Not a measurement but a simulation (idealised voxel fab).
The process module that follows is named voxel gate over fins.
Cross-section cut: width 220 nm, square cells of 5 nm.
Think of the cross-section as a grid of square cells. We describe it in bands, top to bottom, and each band covers one or more rows of those cells. Heads up on the band format: heights come first, top then bottom, in nm. After that it's the materials left to right, each with its width in nm. A single material flagged "all across" fills the whole band edge to edge, and "air" means there's empty space there. Note: height 0 marks the level under which the wafer is uniformly one material as received. Lowest band unbounded below, written "0..down". With a width like "30..40", each row of cells in the band differs from the next by the same amount, the top row carrying the first number and the bottom row the second. Reading "no alteration" for a step: not a cell of the cross-section changed in it. Voids not open to the top, 8 cells minimum: see "Closed void catalog". Written width x height at distance; distance is from the left edge; nm. That trailing text on a step's line, after the settings, is the simulator's own remark on the step. overlay nm: on a step with a mask, how far right of its planned place the mask lay; negative means left. Before/after cross-section pairs, one process step each; after shown to lowest changed band; step and settings beneath. Pairs may be from different runs of this module on the same starting wafer; a pair continues from the one above only where its "Before the step" entry says so.

**Before the step**
> 0..down: Si all across
> Closed void catalog: none

**Section After Processing**
> 10..0: SiN all across
> Nothing below the height 0 has changed.
> Closed void catalog: none
Between the two cross-sections above, the process step reads CONFORMAL_DEP with material SiN, thk nm 10

Before the step: we pick up right where the pair above leaves off, with its after cross-section.

**Section After Processing**
> 10..0: 85 air; 15 SiN; 20 air; 15 SiN; 85 air
> Nothing below the height 0 has changed.
> Closed void catalog: none
Between the two cross-sections above, the process step reads MASKED_ETCH with tone cover, mask id FINS, width nm 15, pitch nm 35, etch materials SiN, depth nm 10, overlay nm 0

Before the step: we pick up right where the pair above leaves off, with its after cross-section.

**Section After Processing**
> 10..0: 85 air; 15 SiN; 20 air; 15 SiN; 85 air
> 0..-30: 85 air; 15 Si; 20 air; 15 Si; 85 air
> Nothing below the height -30 has changed.
> Closed void catalog: none
Between the two cross-sections above, the process step reads MASKED_ETCH with tone cover, mask id FINS, width nm 15, pitch nm 35, etch materials Si, depth nm 30, overlay nm 0

Before the step: we pick up right where the pair above leaves off, with its after cross-section.

**Section After Processing**
> 10..0: 85 air; 15 SiN; 20 air; 15 SiN; 85 air
> 0..-30: 85 air; 5 SiO2; 5 Si; 5 SiO2; 20 air; 5 SiO2; 5 Si; 5 SiO2; 85 air
> -30..-35: 90 SiO2; 5 Si; 30 SiO2; 5 Si; 90 SiO2
> Nothing below the height -35 has changed.
> Closed void catalog: none
Between the two cross-sections above, the process step reads OXIDIZE with depth nm 5

Before the step: we pick up right where the pair above leaves off, with its after cross-section.

**Section After Processing**
> 20..10: SiO2 all across
> 10..0: 85 SiO2; 15 SiN; 20 SiO2; 15 SiN; 85 SiO2
> 0..-35: 90 SiO2; 5 Si; 30 SiO2; 5 Si; 90 SiO2
> Nothing below the height -35 has changed.
> Closed void catalog: none
Between the two cross-sections above, the process step reads FILL_DEP with material SiO2, thk nm 10

Before the step: we pick up right where the pair above leaves off, with its after cross-section.

**Section After Processing**
> 10..0: 85 SiO2; 15 SiN; 20 SiO2; 15 SiN; 85 SiO2
> Nothing below the height 0 has changed.
> Closed void catalog: none
Between the two cross-sections above, the process step reads CMP with height nm 10

Before the step: we pick up right where the pair above leaves off, with its after cross-section.

**Section After Processing**
> 10..0: 85 air; 15 SiN; 20 air; 15 SiN; 85 air
> 0..-15: 90 air; 5 Si; 30 air; 5 Si; 90 air
> Nothing below the height -15 has changed.
> Closed void catalog: none
Between the two cross-sections above, the process step reads SELECTIVE_ETCH with etch materials SiO2, depth nm 25

Before the step: we pick up right where the pair above leaves off, with its after cross-section.

**Section After Processing**
> 0..-15: 90 air; 5 Si; 30 air; 5 Si; 90 air
> Nothing below the height -15 has changed.
> Closed void catalog: none
Between the two cross-sections above, the process step reads STRIP with etch materials SiN

Before the step: we pick up right where the pair above leaves off, with its after cross-section.

**Section After Processing**
> 5..0: 85 air; 15 HfO2; 20 air; 15 HfO2; 85 air
> 0..-10: 85 air; 5 HfO2; 5 Si; 5 HfO2; 20 air; 5 HfO2; 5 Si; 5 HfO2; 85 air
> -10..-15: 90 HfO2; 5 Si; 30 HfO2; 5 Si; 90 HfO2
> Nothing below the height -15 has changed.
> Closed void catalog: none
Between the two cross-sections above, the process step reads CONFORMAL_DEP with material HfO2, thk nm 5

Before the step: we pick up right where the pair above leaves off, with its after cross-section.

**Section After Processing**
> 10..5: 80 air; 25 TiN; 10 air; 25 TiN; 80 air
> 5..0: 80 air; 5 TiN; 15 HfO2; 5 TiN; 10 air; 5 TiN; 15 HfO2; 5 TiN; 80 air
> 0..-5: 80 air; 5 TiN; 5 HfO2; 5 Si; 5 HfO2; 5 TiN; 10 air; 5 TiN; 5 HfO2; 5 Si; 5 HfO2; 5 TiN; 80 air
> -5..-10: 85 TiN; 5 HfO2; 5 Si; 5 HfO2; 20 TiN; 5 HfO2; 5 Si; 5 HfO2; 85 TiN
> Nothing below the height -10 has changed.
> Closed void catalog: none
Between the two cross-sections above, the process step reads CONFORMAL_DEP with material TiN, thk nm 5

Before the step: we pick up right where the pair above leaves off, with its after cross-section.

**Section After Processing**
> 15..10: 75 air; 70 TiAl; 75 air
> 10..5: 75 air; 5 TiAl; 25 TiN; 10 TiAl; 25 TiN; 5 TiAl; 75 air
> 5..0: 75 air; 5 TiAl; 5 TiN; 15 HfO2; 5 TiN; 10 TiAl; 5 TiN; 15 HfO2; 5 TiN; 5 TiAl; 75 air
> 0..-5: 80 TiAl; 5 TiN; 5 HfO2; 5 Si; 5 HfO2; 5 TiN; 10 TiAl; 5 TiN; 5 HfO2; 5 Si; 5 HfO2; 5 TiN; 80 TiAl
> Nothing below the height -5 has changed.
> Closed void catalog: none
Between the two cross-sections above, the process step reads CONFORMAL_DEP with material TiAl, thk nm 5

Before the step: we pick up right where the pair above leaves off, with its after cross-section.

**Section After Processing**
> 20..15: 70 air; 80 TiN; 70 air
> 15..10: 70 air; 5 TiN; 70 TiAl; 5 TiN; 70 air
> 10..5: 70 air; 5 TiN; 5 TiAl; 25 TiN; 10 TiAl; 25 TiN; 5 TiAl; 5 TiN; 70 air
> 5..0: 75 TiN; 5 TiAl; 5 TiN; 15 HfO2; 5 TiN; 10 TiAl; 5 TiN; 15 HfO2; 5 TiN; 5 TiAl; 75 TiN
> Nothing below the height 0 has changed.
> Closed void catalog: none
Between the two cross-sections above, the process step reads CONFORMAL_DEP with material TiN, thk nm 5

Before the step: we pick up right where the pair above leaves off, with its after cross-section.

**Section After Processing**
> 35..20: W all across
> 20..15: 70 W; 80 TiN; 70 W
> 15..10: 70 W; 5 TiN; 70 TiAl; 5 TiN; 70 W
> 10..5: 70 W; 5 TiN; 5 TiAl; 25 TiN; 10 TiAl; 25 TiN; 5 TiAl; 5 TiN; 70 W
> Nothing below the height 5 has changed.
> Closed void catalog: none
Between the two cross-sections above, the process step reads FILL_DEP with material W, thk nm 15

Before the step: we pick up right where the pair above leaves off, with its after cross-section.

**Section After Processing**
> 30..20: W all across
> Nothing below the height 20 has changed.
> Closed void catalog: none
Between the two cross-sections above, the process step reads CMP with height nm 30

Before the step: we pick up right where the pair above leaves off, with its after cross-section.

**Section After Processing**
> 35..30: SiN all across
> Nothing below the height 30 has changed.
> Closed void catalog: none
Between the two cross-sections above, the process step reads CONFORMAL_DEP with material SiN, thk nm 5

**Before the step**
> 5..0: 85 air; 15 HfO2; 20 air; 15 HfO2; 85 air
> 0..-10: 85 air; 5 HfO2; 5 Si; 5 HfO2; 20 air; 5 HfO2; 5 Si; 5 HfO2; 85 air
> -10..-15: 90 HfO2; 5 Si; 30 HfO2; 5 Si; 90 HfO2
> -15..-35: 90 SiO2; 5 Si; 30 SiO2; 5 Si; 90 SiO2
> -35..down: Si all across
> Closed void catalog: none

**Section After Processing**
> 10..5: 80 air; 25 TiAl; 10 air; 25 TiAl; 80 air
> 5..0: 80 air; 5 TiAl; 15 HfO2; 5 TiAl; 10 air; 5 TiAl; 15 HfO2; 5 TiAl; 80 air
> 0..-5: 80 air; 5 TiAl; 5 HfO2; 5 Si; 5 HfO2; 5 TiAl; 10 air; 5 TiAl; 5 HfO2; 5 Si; 5 HfO2; 5 TiAl; 80 air
> -5..-10: 85 TiAl; 5 HfO2; 5 Si; 5 HfO2; 20 TiAl; 5 HfO2; 5 Si; 5 HfO2; 85 TiAl
> Nothing below the height -10 has changed.
> Closed void catalog: none
Between the two cross-sections above, the process step reads CONFORMAL_DEP with material TiAl, thk nm 5

Before the step: we pick up right where the pair above leaves off, with its after cross-section.

**Section After Processing**
> 15..10: 75 air; 70 TiN; 75 air
> 10..5: 75 air; 5 TiN; 25 TiAl; 10 TiN; 25 TiAl; 5 TiN; 75 air
> 5..0: 75 air; 5 TiN; 5 TiAl; 15 HfO2; 5 TiAl; 10 TiN; 5 TiAl; 15 HfO2; 5 TiAl; 5 TiN; 75 air
> 0..-5: 80 TiN; 5 TiAl; 5 HfO2; 5 Si; 5 HfO2; 5 TiAl; 10 TiN; 5 TiAl; 5 HfO2; 5 Si; 5 HfO2; 5 TiAl; 80 TiN
> Nothing below the height -5 has changed.
> Closed void catalog: none
Between the two cross-sections above, the process step reads CONFORMAL_DEP with material TiN, thk nm 5

Before the step: we pick up right where the pair above leaves off, with its after cross-section.

**Section After Processing**
> 30..15: W all across
> 15..10: 75 W; 70 TiN; 75 W
> 10..5: 75 W; 5 TiN; 25 TiAl; 10 TiN; 25 TiAl; 5 TiN; 75 W
> 5..0: 75 W; 5 TiN; 5 TiAl; 15 HfO2; 5 TiAl; 10 TiN; 5 TiAl; 15 HfO2; 5 TiAl; 5 TiN; 75 W
> Nothing below the height 0 has changed.
> Closed void catalog: none
Between the two cross-sections above, the process step reads FILL_DEP with material W, thk nm 15

Before the step: we pick up right where the pair above leaves off, with its after cross-section.

**Section After Processing**
> 35..30: SiN all across
> Nothing below the height 30 has changed.
> Closed void catalog: none
Between the two cross-sections above, the process step reads CONFORMAL_DEP with material SiN, thk nm 5

**Before the step**
> 10..0: 85 air; 15 SiN; 20 air; 15 SiN; 85 air
> 0..-30: 85 air; 15 Si; 20 air; 15 Si; 85 air
> -30..down: Si all across
> Closed void catalog: none

**Section After Processing**
> 10..0: 85 air; 15 SiN; 20 air; 15 SiN; 85 air
> 0..-60: 85 air; 15 Si; 20 air; 15 Si; 85 air
> Nothing below the height -60 has changed.
> Closed void catalog: none
Between the two cross-sections above, the process step reads MASKED_ETCH with tone cover, mask id FINS, width nm 15, pitch nm 35, etch materials Si, depth nm 30, overlay nm 0

Before the step: we pick up right where the pair above leaves off, with its after cross-section.

**Section After Processing**
> 10..0: 85 air; 15 SiN; 20 air; 15 SiN; 85 air
> 0..-60: 85 air; 5 SiO2; 5 Si; 5 SiO2; 20 air; 5 SiO2; 5 Si; 5 SiO2; 85 air
> -60..-65: 90 SiO2; 5 Si; 30 SiO2; 5 Si; 90 SiO2
> Nothing below the height -65 has changed.
> Closed void catalog: none
Between the two cross-sections above, the process step reads OXIDIZE with depth nm 5

Before the step: we pick up right where the pair above leaves off, with its after cross-section.

**Section After Processing**
> 20..10: SiO2 all across
> 10..0: 85 SiO2; 15 SiN; 20 SiO2; 15 SiN; 85 SiO2
> 0..-65: 90 SiO2; 5 Si; 30 SiO2; 5 Si; 90 SiO2
> Nothing below the height -65 has changed.
> Closed void catalog: none
Between the two cross-sections above, the process step reads FILL_DEP with material SiO2, thk nm 10

Before the step: we pick up right where the pair above leaves off, with its after cross-section.

**Section After Processing**
> 10..0: 85 SiO2; 15 SiN; 20 SiO2; 15 SiN; 85 SiO2
> Nothing below the height 0 has changed.
> Closed void catalog: none
Between the two cross-sections above, the process step reads CMP with height nm 10

Before the step: we pick up right where the pair above leaves off, with its after cross-section.

**Section After Processing**
> 10..0: 85 air; 15 SiN; 20 air; 15 SiN; 85 air
> 0..-15: 90 air; 5 Si; 30 air; 5 Si; 90 air
> Nothing below the height -15 has changed.
> Closed void catalog: none
Between the two cross-sections above, the process step reads SELECTIVE_ETCH with etch materials SiO2, depth nm 25

Before the step: we pick up right where the pair above leaves off, with its after cross-section.

**Section After Processing**
> 0..-15: 90 air; 5 Si; 30 air; 5 Si; 90 air
> Nothing below the height -15 has changed.
> Closed void catalog: none
Between the two cross-sections above, the process step reads STRIP with etch materials SiN

Before the step: we pick up right where the pair above leaves off, with its after cross-section.

**Section After Processing**
> 5..0: 85 air; 15 HfO2; 20 air; 15 HfO2; 85 air
> 0..-10: 85 air; 5 HfO2; 5 Si; 5 HfO2; 20 air; 5 HfO2; 5 Si; 5 HfO2; 85 air
> -10..-15: 90 HfO2; 5 Si; 30 HfO2; 5 Si; 90 HfO2
> Nothing below the height -15 has changed.
> Closed void catalog: none
Between the two cross-sections above, the process step reads CONFORMAL_DEP with material HfO2, thk nm 5

Before the step: we pick up right where the pair above leaves off, with its after cross-section.

**Section After Processing**
> 10..5: 80 air; 25 TiN; 10 air; 25 TiN; 80 air
> 5..0: 80 air; 5 TiN; 15 HfO2; 5 TiN; 10 air; 5 TiN; 15 HfO2; 5 TiN; 80 air
> 0..-5: 80 air; 5 TiN; 5 HfO2; 5 Si; 5 HfO2; 5 TiN; 10 air; 5 TiN; 5 HfO2; 5 Si; 5 HfO2; 5 TiN; 80 air
> -5..-10: 85 TiN; 5 HfO2; 5 Si; 5 HfO2; 20 TiN; 5 HfO2; 5 Si; 5 HfO2; 85 TiN
> Nothing below the height -10 has changed.
> Closed void catalog: none
Between the two cross-sections above, the process step reads CONFORMAL_DEP with material TiN, thk nm 5

Before the step: we pick up right where the pair above leaves off, with its after cross-section.

**Section After Processing**
> 15..10: 75 air; 70 TiAl; 75 air
> 10..5: 75 air; 5 TiAl; 25 TiN; 10 TiAl; 25 TiN; 5 TiAl; 75 air
> 5..0: 75 air; 5 TiAl; 5 TiN; 15 HfO2; 5 TiN; 10 TiAl; 5 TiN; 15 HfO2; 5 TiN; 5 TiAl; 75 air
> 0..-5: 80 TiAl; 5 TiN; 5 HfO2; 5 Si; 5 HfO2; 5 TiN; 10 TiAl; 5 TiN; 5 HfO2; 5 Si; 5 HfO2; 5 TiN; 80 TiAl
> Nothing below the height -5 has changed.
> Closed void catalog: none
Between the two cross-sections above, the process step reads CONFORMAL_DEP with material TiAl, thk nm 5

Before the step: we pick up right where the pair above leaves off, with its after cross-section.

**Section After Processing**
> 20..15: 70 air; 80 TiN; 70 air
> 15..10: 70 air; 5 TiN; 70 TiAl; 5 TiN; 70 air
> 10..5: 70 air; 5 TiN; 5 TiAl; 25 TiN; 10 TiAl; 25 TiN; 5 TiAl; 5 TiN; 70 air
> 5..0: 75 TiN; 5 TiAl; 5 TiN; 15 HfO2; 5 TiN; 10 TiAl; 5 TiN; 15 HfO2; 5 TiN; 5 TiAl; 75 TiN
> Nothing below the height 0 has changed.
> Closed void catalog: none
Between the two cross-sections above, the process step reads CONFORMAL_DEP with material TiN, thk nm 5

Before the step: we pick up right where the pair above leaves off, with its after cross-section.

**Section After Processing**
> 35..20: W all across
> 20..15: 70 W; 80 TiN; 70 W
> 15..10: 70 W; 5 TiN; 70 TiAl; 5 TiN; 70 W
> 10..5: 70 W; 5 TiN; 5 TiAl; 25 TiN; 10 TiAl; 25 TiN; 5 TiAl; 5 TiN; 70 W
> Nothing below the height 5 has changed.
> Closed void catalog: none
Between the two cross-sections above, the process step reads FILL_DEP with material W, thk nm 15

Before the step: we pick up right where the pair above leaves off, with its after cross-section.

**Section After Processing**
> 30..20: W all across
> Nothing below the height 20 has changed.
> Closed void catalog: none
Between the two cross-sections above, the process step reads CMP with height nm 30

Before the step: we pick up right where the pair above leaves off, with its after cross-section.

**Section After Processing**
> 35..30: SiN all across
> Nothing below the height 30 has changed.
> Closed void catalog: none
Between the two cross-sections above, the process step reads CONFORMAL_DEP with material SiN, thk nm 5

**Before the step**
> 10..5: 80 air; 25 TiN; 10 air; 25 TiN; 80 air
> 5..0: 80 air; 5 TiN; 15 HfO2; 5 TiN; 10 air; 5 TiN; 15 HfO2; 5 TiN; 80 air
> 0..-5: 80 air; 5 TiN; 5 HfO2; 5 Si; 5 HfO2; 5 TiN; 10 air; 5 TiN; 5 HfO2; 5 Si; 5 HfO2; 5 TiN; 80 air
> -5..-10: 85 TiN; 5 HfO2; 5 Si; 5 HfO2; 20 TiN; 5 HfO2; 5 Si; 5 HfO2; 85 TiN
> -10..-15: 90 HfO2; 5 Si; 30 HfO2; 5 Si; 90 HfO2
> -15..-35: 90 SiO2; 5 Si; 30 SiO2; 5 Si; 90 SiO2
> -35..down: Si all across
> Closed void catalog: none

**Section After Processing**
> 15..5: 75 air; 70 TiN; 75 air
> 5..0: 75 air; 10 TiN; 15 HfO2; 20 TiN; 15 HfO2; 10 TiN; 75 air
> 0..-10: 85 TiN; 5 HfO2; 5 Si; 5 HfO2; 20 TiN; 5 HfO2; 5 Si; 5 HfO2; 85 TiN
> Nothing below the height -10 has changed.
> Closed void catalog: none
Between the two cross-sections above, the process step reads CONFORMAL_DEP with material TiN, thk nm 5

Before the step: we pick up right where the pair above leaves off, with its after cross-section.

**Section After Processing**
> 20..15: 70 air; 80 TiAl; 70 air
> 15..5: 70 air; 5 TiAl; 70 TiN; 5 TiAl; 70 air
> 5..0: 75 TiAl; 10 TiN; 15 HfO2; 20 TiN; 15 HfO2; 10 TiN; 75 TiAl
> Nothing below the height 0 has changed.
> Closed void catalog: none
Between the two cross-sections above, the process step reads CONFORMAL_DEP with material TiAl, thk nm 5

Before the step: we pick up right where the pair above leaves off, with its after cross-section.

**Section After Processing**
> 35..20: W all across
> 20..15: 70 W; 80 TiAl; 70 W
> 15..5: 70 W; 5 TiAl; 70 TiN; 5 TiAl; 70 W
> Nothing below the height 5 has changed.
> Closed void catalog: none
Between the two cross-sections above, the process step reads FILL_DEP with material W, thk nm 15

Before the step: we pick up right where the pair above leaves off, with its after cross-section.

**Section After Processing**
> 30..20: W all across
> Nothing below the height 20 has changed.
> Closed void catalog: none
Between the two cross-sections above, the process step reads CMP with height nm 30

Before the step: we pick up right where the pair above leaves off, with its after cross-section.

**Section After Processing**
> 35..30: SiN all across
> Nothing below the height 30 has changed.
> Closed void catalog: none
Between the two cross-sections above, the process step reads CONFORMAL_DEP with material SiN, thk nm 5

**Before the step**
> 5..0: 85 air; 15 HfO2; 20 air; 15 HfO2; 85 air
> 0..-10: 85 air; 5 HfO2; 5 Si; 5 HfO2; 20 air; 5 HfO2; 5 Si; 5 HfO2; 85 air
> -10..-15: 90 HfO2; 5 Si; 30 HfO2; 5 Si; 90 HfO2
> -15..-35: 90 SiO2; 5 Si; 30 SiO2; 5 Si; 90 SiO2
> -35..down: Si all across
> Closed void catalog: none

**Section After Processing**
> 20..5: 70 air; 80 TiN; 70 air
> 5..0: 85 TiN; 15 HfO2; 20 TiN; 15 HfO2; 85 TiN
> 0..-10: 85 TiN; 5 HfO2; 5 Si; 5 HfO2; 20 TiN; 5 HfO2; 5 Si; 5 HfO2; 85 TiN
> Nothing below the height -10 has changed.
> Closed void catalog: none
Between the two cross-sections above, the process step reads CONFORMAL_DEP with material TiN, thk nm 15

Before the step: we pick up right where the pair above leaves off, with its after cross-section.

**Section After Processing**
> 25..20: 65 air; 90 TiAl; 65 air
> 20..10: 65 air; 5 TiAl; 80 TiN; 5 TiAl; 65 air
> 10..5: 70 TiAl; 80 TiN; 70 TiAl
> Nothing below the height 5 has changed.
> Closed void catalog: none
Between the two cross-sections above, the process step reads CONFORMAL_DEP with material TiAl, thk nm 5

Before the step: we pick up right where the pair above leaves off, with its after cross-section.

**Section After Processing**
> 30..25: 60 air; 100 TiN; 60 air
> 25..20: 60 air; 5 TiN; 90 TiAl; 5 TiN; 60 air
> 20..15: 60 air; 5 TiN; 5 TiAl; 80 TiN; 5 TiAl; 5 TiN; 60 air
> 15..10: 65 TiN; 5 TiAl; 80 TiN; 5 TiAl; 65 TiN
> Nothing below the height 10 has changed.
> Closed void catalog: none
Between the two cross-sections above, the process step reads CONFORMAL_DEP with material TiN, thk nm 5

Before the step: we pick up right where the pair above leaves off, with its after cross-section.

**Section After Processing**
> 45..30: W all across
> 30..25: 60 W; 100 TiN; 60 W
> 25..20: 60 W; 5 TiN; 90 TiAl; 5 TiN; 60 W
> 20..15: 60 W; 5 TiN; 5 TiAl; 80 TiN; 5 TiAl; 5 TiN; 60 W
> Nothing below the height 15 has changed.
> Closed void catalog: none
Between the two cross-sections above, the process step reads FILL_DEP with material W, thk nm 15

Before the step: we pick up right where the pair above leaves off, with its after cross-section.

**Section After Processing**
> 30..25: 60 W; 100 TiN; 60 W
> Nothing below the height 25 has changed.
> Closed void catalog: none
Between the two cross-sections above, the process step reads CMP with height nm 30

Before the step: we pick up right where the pair above leaves off, with its after cross-section.

**Section After Processing**
> 35..30: SiN all across
> Nothing below the height 30 has changed.
> Closed void catalog: none
Between the two cross-sections above, the process step reads CONFORMAL_DEP with material SiN, thk nm 5

**Before the step**
> 10..0: SiN all across
> 0..down: Si all across
> Closed void catalog: none

**Section After Processing**
> 10..0: 85 air; 20 SiN; 15 air; 20 SiN; 80 air
> Nothing below the height 0 has changed.
> Closed void catalog: none
Between the two cross-sections above, the process step reads MASKED_ETCH with tone cover, mask id FINS, width nm 20, pitch nm 35, etch materials SiN, depth nm 10, overlay nm 0

Before the step: we pick up right where the pair above leaves off, with its after cross-section.

**Section After Processing**
> 10..0: 85 air; 20 SiN; 15 air; 20 SiN; 80 air
> 0..-30: 85 air; 20 Si; 15 air; 20 Si; 80 air
> Nothing below the height -30 has changed.
> Closed void catalog: none
Between the two cross-sections above, the process step reads MASKED_ETCH with tone cover, mask id FINS, width nm 15, pitch nm 35, etch materials Si, depth nm 30, overlay nm 0

Before the step: we pick up right where the pair above leaves off, with its after cross-section.

**Section After Processing**
> 10..0: 85 air; 20 SiN; 15 air; 20 SiN; 80 air
> 0..-30: 85 air; 5 SiO2; 10 Si; 5 SiO2; 15 air; 5 SiO2; 10 Si; 5 SiO2; 80 air
> -30..-35: 90 SiO2; 10 Si; 25 SiO2; 10 Si; 85 SiO2
> Nothing below the height -35 has changed.
> Closed void catalog: none
Between the two cross-sections above, the process step reads OXIDIZE with depth nm 5

Before the step: we pick up right where the pair above leaves off, with its after cross-section.

**Section After Processing**
> 20..10: SiO2 all across
> 10..0: 85 SiO2; 20 SiN; 15 SiO2; 20 SiN; 80 SiO2
> 0..-35: 90 SiO2; 10 Si; 25 SiO2; 10 Si; 85 SiO2
> Nothing below the height -35 has changed.
> Closed void catalog: none
Between the two cross-sections above, the process step reads FILL_DEP with material SiO2, thk nm 10

Before the step: we pick up right where the pair above leaves off, with its after cross-section.

**Section After Processing**
> 10..0: 85 SiO2; 20 SiN; 15 SiO2; 20 SiN; 80 SiO2
> Nothing below the height 0 has changed.
> Closed void catalog: none
Between the two cross-sections above, the process step reads CMP with height nm 10

Before the step: we pick up right where the pair above leaves off, with its after cross-section.

**Section After Processing**
> 10..0: 85 air; 20 SiN; 15 air; 20 SiN; 80 air
> 0..-15: 90 air; 10 Si; 25 air; 10 Si; 85 air
> Nothing below the height -15 has changed.
> Closed void catalog: none
Between the two cross-sections above, the process step reads SELECTIVE_ETCH with etch materials SiO2, depth nm 25

Before the step: we pick up right where the pair above leaves off, with its after cross-section.

**Section After Processing**
> 0..-15: 90 air; 10 Si; 25 air; 10 Si; 85 air
> Nothing below the height -15 has changed.
> Closed void catalog: none
Between the two cross-sections above, the process step reads STRIP with etch materials SiN

Before the step: we pick up right where the pair above leaves off, with its after cross-section.

**Section After Processing**
> 5..0: 85 air; 20 HfO2; 15 air; 20 HfO2; 80 air
> 0..-10: 85 air; 5 HfO2; 10 Si; 5 HfO2; 15 air; 5 HfO2; 10 Si; 5 HfO2; 80 air
> -10..-15: 90 HfO2; 10 Si; 25 HfO2; 10 Si; 85 HfO2
> Nothing below the height -15 has changed.
> Closed void catalog: none
Between the two cross-sections above, the process step reads CONFORMAL_DEP with material HfO2, thk nm 5

Before the step: we pick up right where the pair above leaves off, with its after cross-section.

**Section After Processing**
> 10..5: 80 air; 30 TiN; 5 air; 30 TiN; 75 air
> 5..0: 80 air; 5 TiN; 20 HfO2; 5 TiN; 5 air; 5 TiN; 20 HfO2; 5 TiN; 75 air
> 0..-5: 80 air; 5 TiN; 5 HfO2; 10 Si; 5 HfO2; 5 TiN; 5 air; 5 TiN; 5 HfO2; 10 Si; 5 HfO2; 5 TiN; 75 air
> -5..-10: 85 TiN; 5 HfO2; 10 Si; 5 HfO2; 15 TiN; 5 HfO2; 10 Si; 5 HfO2; 80 TiN
> Nothing below the height -10 has changed.
> Closed void catalog: none
Between the two cross-sections above, the process step reads CONFORMAL_DEP with material TiN, thk nm 5

Before the step: we pick up right where the pair above leaves off, with its after cross-section.

**Section After Processing**
> 15..10: 75 air; 75 TiAl; 70 air
> 10..5: 75 air; 5 TiAl; 30 TiN; 5 TiAl; 30 TiN; 5 TiAl; 70 air
> 5..0: 75 air; 5 TiAl; 5 TiN; 20 HfO2; 5 TiN; 5 TiAl; 5 TiN; 20 HfO2; 5 TiN; 5 TiAl; 70 air
> 0..-5: 80 TiAl; 5 TiN; 5 HfO2; 10 Si; 5 HfO2; 5 TiN; 5 TiAl; 5 TiN; 5 HfO2; 10 Si; 5 HfO2; 5 TiN; 75 TiAl
> Nothing below the height -5 has changed.
> Closed void catalog: none
Between the two cross-sections above, the process step reads CONFORMAL_DEP with material TiAl, thk nm 5

Before the step: we pick up right where the pair above leaves off, with its after cross-section.

**Section After Processing**
> 20..15: 70 air; 85 TiN; 65 air
> 15..10: 70 air; 5 TiN; 75 TiAl; 5 TiN; 65 air
> 10..5: 70 air; 5 TiN; 5 TiAl; 30 TiN; 5 TiAl; 30 TiN; 5 TiAl; 5 TiN; 65 air
> 5..0: 75 TiN; 5 TiAl; 5 TiN; 20 HfO2; 5 TiN; 5 TiAl; 5 TiN; 20 HfO2; 5 TiN; 5 TiAl; 70 TiN
> Nothing below the height 0 has changed.
> Closed void catalog: none
Between the two cross-sections above, the process step reads CONFORMAL_DEP with material TiN, thk nm 5

Before the step: we pick up right where the pair above leaves off, with its after cross-section.

**Section After Processing**
> 35..20: W all across
> 20..15: 70 W; 85 TiN; 65 W
> 15..10: 70 W; 5 TiN; 75 TiAl; 5 TiN; 65 W
> 10..5: 70 W; 5 TiN; 5 TiAl; 30 TiN; 5 TiAl; 30 TiN; 5 TiAl; 5 TiN; 65 W
> Nothing below the height 5 has changed.
> Closed void catalog: none
Between the two cross-sections above, the process step reads FILL_DEP with material W, thk nm 15

Before the step: we pick up right where the pair above leaves off, with its after cross-section.

**Section After Processing**
> 30..20: W all across
> Nothing below the height 20 has changed.
> Closed void catalog: none
Between the two cross-sections above, the process step reads CMP with height nm 30

Before the step: we pick up right where the pair above leaves off, with its after cross-section.

**Section After Processing**
> 35..30: SiN all across
> Nothing below the height 30 has changed.
> Closed void catalog: none
Between the two cross-sections above, the process step reads CONFORMAL_DEP with material SiN, thk nm 5

**Before the step**
> 10..0: SiN all across
> 0..down: Si all across
> Closed void catalog: none

**Section After Processing**
> 10..0: 90 air; 15 SiN; 20 air; 15 SiN; 80 air
> Nothing below the height 0 has changed.
> Closed void catalog: none
Between the two cross-sections above, the process step reads MASKED_ETCH with tone cover, mask id FINS, width nm 15, pitch nm 35, etch materials SiN, depth nm 10, overlay nm 5

Before the step: we pick up right where the pair above leaves off, with its after cross-section.

**Section After Processing**
> 10..0: 90 air; 15 SiN; 20 air; 15 SiN; 80 air
> 0..-30: 85 air; 20 Si; 15 air; 20 Si; 80 air
> Nothing below the height -30 has changed.
> Closed void catalog: none
Between the two cross-sections above, the process step reads MASKED_ETCH with tone cover, mask id FINS, width nm 15, pitch nm 35, etch materials Si, depth nm 30, overlay nm 0

Before the step: we pick up right where the pair above leaves off, with its after cross-section.

**Section After Processing**
> 10..0: 90 air; 15 SiN; 20 air; 15 SiN; 80 air
> 0..-5: 85 air; 10 SiO2; 5 Si; 5 SiO2; 15 air; 10 SiO2; 5 Si; 5 SiO2; 80 air
> -5..-30: 85 air; 5 SiO2; 10 Si; 5 SiO2; 15 air; 5 SiO2; 10 Si; 5 SiO2; 80 air
> -30..-35: 90 SiO2; 10 Si; 25 SiO2; 10 Si; 85 SiO2
> Nothing below the height -35 has changed.
> Closed void catalog: none
Between the two cross-sections above, the process step reads OXIDIZE with depth nm 5

Before the step: we pick up right where the pair above leaves off, with its after cross-section.

**Section After Processing**
> 20..10: SiO2 all across
> 10..0: 90 SiO2; 15 SiN; 20 SiO2; 15 SiN; 80 SiO2
> 0..-5: 95 SiO2; 5 Si; 30 SiO2; 5 Si; 85 SiO2
> -5..-35: 90 SiO2; 10 Si; 25 SiO2; 10 Si; 85 SiO2
> Nothing below the height -35 has changed.
> Closed void catalog: none
Between the two cross-sections above, the process step reads FILL_DEP with material SiO2, thk nm 10

Before the step: we pick up right where the pair above leaves off, with its after cross-section.

**Section After Processing**
> 10..0: 90 SiO2; 15 SiN; 20 SiO2; 15 SiN; 80 SiO2
> Nothing below the height 0 has changed.
> Closed void catalog: none
Between the two cross-sections above, the process step reads CMP with height nm 10

Before the step: we pick up right where the pair above leaves off, with its after cross-section.

**Section After Processing**
> 10..0: 90 air; 15 SiN; 20 air; 15 SiN; 80 air
> 0..-5: 95 air; 5 Si; 30 air; 5 Si; 85 air
> -5..-15: 90 air; 10 Si; 25 air; 10 Si; 85 air
> Nothing below the height -15 has changed.
> Closed void catalog: none
Between the two cross-sections above, the process step reads SELECTIVE_ETCH with etch materials SiO2, depth nm 25

Before the step: we pick up right where the pair above leaves off, with its after cross-section.

**Section After Processing**
> 0..-5: 95 air; 5 Si; 30 air; 5 Si; 85 air
> Nothing below the height -5 has changed.
> Closed void catalog: none
Between the two cross-sections above, the process step reads STRIP with etch materials SiN

Before the step: we pick up right where the pair above leaves off, with its after cross-section.

**Section After Processing**
> 5..0: 90 air; 15 HfO2; 20 air; 15 HfO2; 80 air
> 0..-10: 85 air; 10..5 HfO2; 5..10 Si; 5 HfO2; 15 air; 10..5 HfO2; 5..10 Si; 5 HfO2; 80 air
> -10..-15: 90 HfO2; 10 Si; 25 HfO2; 10 Si; 85 HfO2
> Nothing below the height -15 has changed.
> Closed void catalog: none
Between the two cross-sections above, the process step reads CONFORMAL_DEP with material HfO2, thk nm 5
